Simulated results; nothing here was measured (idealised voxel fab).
process module | voxel capacitor over wiring
cross-section cut | 235 nm wide | cells 5 nm
A cross-section is a grid of square cells, given in bands from the top down. A band is one or more rows of cells.
Each band's line starts with the height of the band's top and of its bottom, in nm. Then come its materials from left to right, each with its width in nm. One material with "throughout" fills the band from edge to edge. "air" is empty space.
Height 0 is the level under which the wafer as received is all one material. The lowest band goes on downwards, as in "0 down".
A width such as "30 to 40" changes by the same amount from each row of cells to the next, from the band's top row to its bottom row.
"no change" after a step means that no cell of the cross-section changed.
closed voids: empty space of 8 cells or more with no open way to the top, each as width x height at its distance from the left edge, in nm
after a step's settings: what the simulator itself notes on the step
overlay nm, on a step with a mask: how far to the right of its planned place the mask lay; to the left if negative
plan
1 op RECEIVE | material Si
2 op CONFORMAL_DEP | material SiO2 | thk nm 15
3 op CONFORMAL_DEP | material SiCN | thk nm 5
4 op DIRECTIONAL_DEP | material lowk | thk nm 20
5 op DIRECTIONAL_DEP | material aC | thk nm 10
6 op PATTERN | tone open | mask id METAL_1 | material resist | width nm 25 | pitch nm 85 | thk nm 25 | overlay nm -15
7 op DIRECTIONAL_ETCH | etch materials aC | depth nm 10
8 op STRIP | etch materials resist
9 op DIRECTIONAL_ETCH | etch materials lowk | depth nm 20
10 op DIRECTIONAL_ETCH | etch materials SiCN | depth nm 5
11 op STRIP | etch materials aC
12 op CONFORMAL_DEP | material TiN | thk nm 5
13 op FILL_DEP | material Cu | thk nm 10
14 op CMP | height nm 40
15 op CONFORMAL_DEP | material SiCN | thk nm 5
16 op DIRECTIONAL_DEP | material SiO2 | thk nm 15
17 op PATTERN | tone open | mask id PLUG_1 | material resist | width nm 15 | thk nm 20 | overlay nm 0
18 op DIRECTIONAL_ETCH | etch materials SiO2 | depth nm 15
19 op DIRECTIONAL_ETCH | etch materials SiCN | depth nm 5
20 op STRIP | etch materials resist
21 op CONFORMAL_DEP | material TiN | thk nm 5
22 op FILL_DEP | material Ru | thk nm 10
23 op CMP | height nm 60
24 op DIRECTIONAL_DEP | material TiN | thk nm 5
25 op DIRECTIONAL_DEP | material HfO2 | thk nm 5
26 op DIRECTIONAL_DEP | material TiN | thk nm 5
27 op PATTERN | tone cover | mask id UPPER_PLATE | material resist | width nm 65 | thk nm 20 | overlay nm 0
28 op DIRECTIONAL_ETCH | etch materials TiN | depth nm 5
29 op DIRECTIONAL_ETCH | etch materials HfO2 | depth nm 5
30 op STRIP | etch materials resist
31 op MASKED_ETCH | tone cover | mask id LOWER_PLATE | width nm 75 | etch materials TiN | depth nm 5 | overlay nm 0
32 op FILL_DEP | material SiO2 | thk nm 15
33 op CMP | height nm 85
34 op PATTERN | tone open | mask id PLUG_2 | material resist | width nm 15 | thk nm 20 | overlay nm 0
35 op DIRECTIONAL_ETCH | etch materials SiO2 | depth nm 10
36 op STRIP | etch materials resist
37 op CONFORMAL_DEP | material TiN | thk nm 5
38 op FILL_DEP | material W | thk nm 5
39 op CMP | height nm 85
40 op CONFORMAL_DEP | material SiN | thk nm 5
varied across the wafers: overlay nm of step 6. The plan shows the first wafer's value. All wafers start alike
first wafer as received, after step 1
  0 down: Si throughout
  closed voids: none
first wafer at the end, after step 40
  90 to 85: SiN throughout
  85 to 80: SiO2 80 | TiN 5 | W 5 | TiN 5 | SiO2 140
  80 to 70: SiO2 80 to 70 | TiN 15 to 65 | SiO2 140 to 100
  70 to 65: SiO2 70 | HfO2 65 | SiO2 100
  65 to 60: SiO2 65 | TiN 75 | SiO2 95
  60 to 45: SiO2 70 | TiN 5 | Ru 5 | TiN 5 | SiO2 150
  45 to 40: SiCN 70 | TiN 15 | SiCN 150
  40 to 20: lowk 45 | TiN 5 | Cu 15 | TiN 5 | lowk 60 | TiN 5 | Cu 15 | TiN 5 | lowk 80
  20 to 15: SiCN 45 | TiN 25 | SiCN 60 | TiN 25 | SiCN 80
  15 to 0: SiO2 throughout
  0 down: Si throughout
  closed voids: none
last wafer at the end
  90 to 85: SiN throughout
  85 to 80: SiO2 80 | TiN 5 | W 5 | TiN 5 | SiO2 140
  80 to 70: SiO2 80 to 70 | TiN 15 to 65 | SiO2 140 to 100
  70 to 65: SiO2 70 | HfO2 65 | SiO2 100
  65 to 60: SiO2 65 | TiN 75 | SiO2 95
  60 to 45: SiO2 70 | TiN 5 | Ru 5 | TiN 5 | SiO2 150
  45 to 40: SiCN 70 | TiN 15 | SiCN 150
  40 to 20: lowk 75 | TiN 5 | Cu 15 | TiN 5 | lowk 60 | TiN 5 | Cu 15 | TiN 5 | lowk 50
  20 to 15: SiCN 75 | TiN 25 | SiCN 60 | TiN 25 | SiCN 50
  15 to 0: SiO2 throughout
  0 down: Si throughout
  closed voids: none
each wafer at the end: cells of each material gained (+) or lost (-) since it was received, then its closed voids
overlay nm -15 | +24 Cu | +13 HfO2 | +3 Ru | +81 SiCN | +47 SiN | +461 SiO2 | +68 TiN | +1 W | +148 lowk | closed voids: none
overlay nm -10 | +24 Cu | +13 HfO2 | +3 Ru | +81 SiCN | +47 SiN | +461 SiO2 | +68 TiN | +1 W | +148 lowk | closed voids: none
overlay nm -5 | +24 Cu | +13 HfO2 | +3 Ru | +81 SiCN | +47 SiN | +461 SiO2 | +68 TiN | +1 W | +148 lowk | closed voids: none
overlay nm 0 | +24 Cu | +13 HfO2 | +3 Ru | +81 SiCN | +47 SiN | +461 SiO2 | +68 TiN | +1 W | +148 lowk | closed voids: none
overlay nm 5 | +24 Cu | +13 HfO2 | +3 Ru | +81 SiCN | +47 SiN | +461 SiO2 | +68 TiN | +1 W | +148 lowk | closed voids: none
overlay nm 10 | +24 Cu | +13 HfO2 | +3 Ru | +81 SiCN | +47 SiN | +461 SiO2 | +68 TiN | +1 W | +148 lowk | closed voids: none
overlay nm 15 | +24 Cu | +13 HfO2 | +3 Ru | +81 SiCN | +47 SiN | +461 SiO2 | +68 TiN | +1 W | +148 lowk | closed voids: none
